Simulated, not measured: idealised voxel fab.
process module | voxel gate over fins
cross-section cut | 140 nm wide | cells 5 nm
A cross-section is a grid of square cells, given in bands from the top down. A band is one or more rows of cells.
Each band's line starts with the height of the band's top and of its bottom, in nm. Then come its materials from left to right, each with its width in nm. One material with "throughout" fills the band from edge to edge. "air" is empty space.
Height 0 is the level under which the wafer as received is all one material. The lowest band goes on downwards, as in "0 down".
A width such as "30 to 40" changes by the same amount from each row of cells to the next, from the band's top row to its bottom row.
"no change" after a step means that no cell of the cross-section changed.
closed voids: empty space of 8 cells or more with no open way to the top, each as width x height at its distance from the left edge, in nm
after a step's settings: what the simulator itself notes on the step
overlay nm, on a step with a mask: how far to the right of its planned place the mask lay; to the left if negative
plan
1 op RECEIVE | material Si
2 op CONFORMAL_DEP | material SiN | thk nm 5
3 op PATTERN | tone cover | mask id FINS | material resist | width nm 15 | pitch nm 45 | thk nm 15 | overlay nm 0
4 op DIRECTIONAL_ETCH | etch materials SiN | depth nm 5
5 op DIRECTIONAL_ETCH | etch materials Si | depth nm 30
6 op STRIP | etch materials resist
7 op OXIDIZE | depth nm 5
8 op FILL_DEP | material SiO2 | thk nm 15
9 op CMP | height nm 5
10 op SELECTIVE_ETCH | etch materials SiO2 | depth nm 20
11 op STRIP | etch materials SiN
12 op CONFORMAL_DEP | material HfO2 | thk nm 5
13 op CONFORMAL_DEP | material TiN | thk nm 5
14 op CONFORMAL_DEP | material TiAl | thk nm 5
15 op CONFORMAL_DEP | material TiN | thk nm 5
16 op FILL_DEP | material W | thk nm 15
17 op CMP | height nm 30
18 op CONFORMAL_DEP | material SiN | thk nm 5
varied across the wafers: width nm of step 3. The plan shows the first wafer's value. All wafers start alike
first wafer as received, after step 1
  0 down: Si throughout
  closed voids: none
first wafer at the end, after step 18
  35 to 30: SiN throughout
  30 to 20: W throughout
  20 to 15: W 25 | TiN 90 | W 25
  15 to 10: W 25 | TiN 5 | TiAl 35 | TiN 10 | TiAl 35 | TiN 5 | W 25
  10 to 5: W 25 | TiN 5 | TiAl 5 | TiN 25 | TiAl 5 | TiN 10 | TiAl 5 | TiN 25 | TiAl 5 | TiN 5 | W 25
  5 to 0: TiN 30 | TiAl 5 | TiN 5 | HfO2 15 | TiN 5 | TiAl 5 | TiN 10 | TiAl 5 | TiN 5 | HfO2 15 | TiN 5 | TiAl 5 | TiN 30
  0 to -5: TiAl 35 | TiN 5 | HfO2 5 | Si 5 | HfO2 5 | TiN 5 | TiAl 20 | TiN 5 | HfO2 5 | Si 5 | HfO2 5 | TiN 5 | TiAl 35
  -5 to -10: TiN 40 | HfO2 5 | Si 5 | HfO2 5 | TiN 30 | HfO2 5 | Si 5 | HfO2 5 | TiN 40
  -10 to -15: HfO2 45 | Si 5 | HfO2 40 | Si 5 | HfO2 45
  -15 to -35: SiO2 45 | Si 5 | SiO2 40 | Si 5 | SiO2 45
  -35 down: Si throughout
  closed voids: none
last wafer at the end
  35 to 30: SiN throughout
  30 to 20: W throughout
  20 to 15: W 20 | TiN 105 | W 15
  15 to 10: W 20 | TiN 5 | TiAl 95 | TiN 5 | W 15
  10 to 5: W 20 | TiN 5 | TiAl 5 | TiN 40 | TiAl 5 | TiN 40 | TiAl 5 | TiN 5 | W 15
  5 to 0: TiN 25 | TiAl 5 | TiN 5 | HfO2 30 | TiN 5 | TiAl 5 | TiN 5 | HfO2 30 | TiN 5 | TiAl 5 | TiN 20
  0 to -5: TiAl 30 | TiN 5 | HfO2 5 | Si 20 | HfO2 5 | TiN 5 | TiAl 5 | TiN 5 | HfO2 5 | Si 20 | HfO2 5 | TiN 5 | TiAl 25
  -5 to -10: TiN 35 | HfO2 5 | Si 20 | HfO2 5 | TiN 15 | HfO2 5 | Si 20 | HfO2 5 | TiN 30
  -10 to -15: HfO2 40 | Si 20 | HfO2 25 | Si 20 | HfO2 35
  -15 to -35: SiO2 40 | Si 20 | SiO2 25 | Si 20 | SiO2 35
  -35 down: Si throughout
  closed voids: none
each wafer at the end: cells of each material gained (+) or lost (-) since it was received, then its closed voids
width nm 15 | +40 HfO2 | -182 Si | +28 SiN | +104 SiO2 | +40 TiAl | +80 TiN | +86 W | closed voids: none
width nm 20 | +40 HfO2 | -168 Si | +28 SiN | +96 SiO2 | +40 TiAl | +77 TiN | +83 W | closed voids: none
width nm 25 | +40 HfO2 | -154 Si | +28 SiN | +88 SiO2 | +40 TiAl | +74 TiN | +80 W | closed voids: none
width nm 30 | +40 HfO2 | -140 Si | +28 SiN | +80 SiO2 | +37 TiAl | +74 TiN | +77 W | closed voids: none
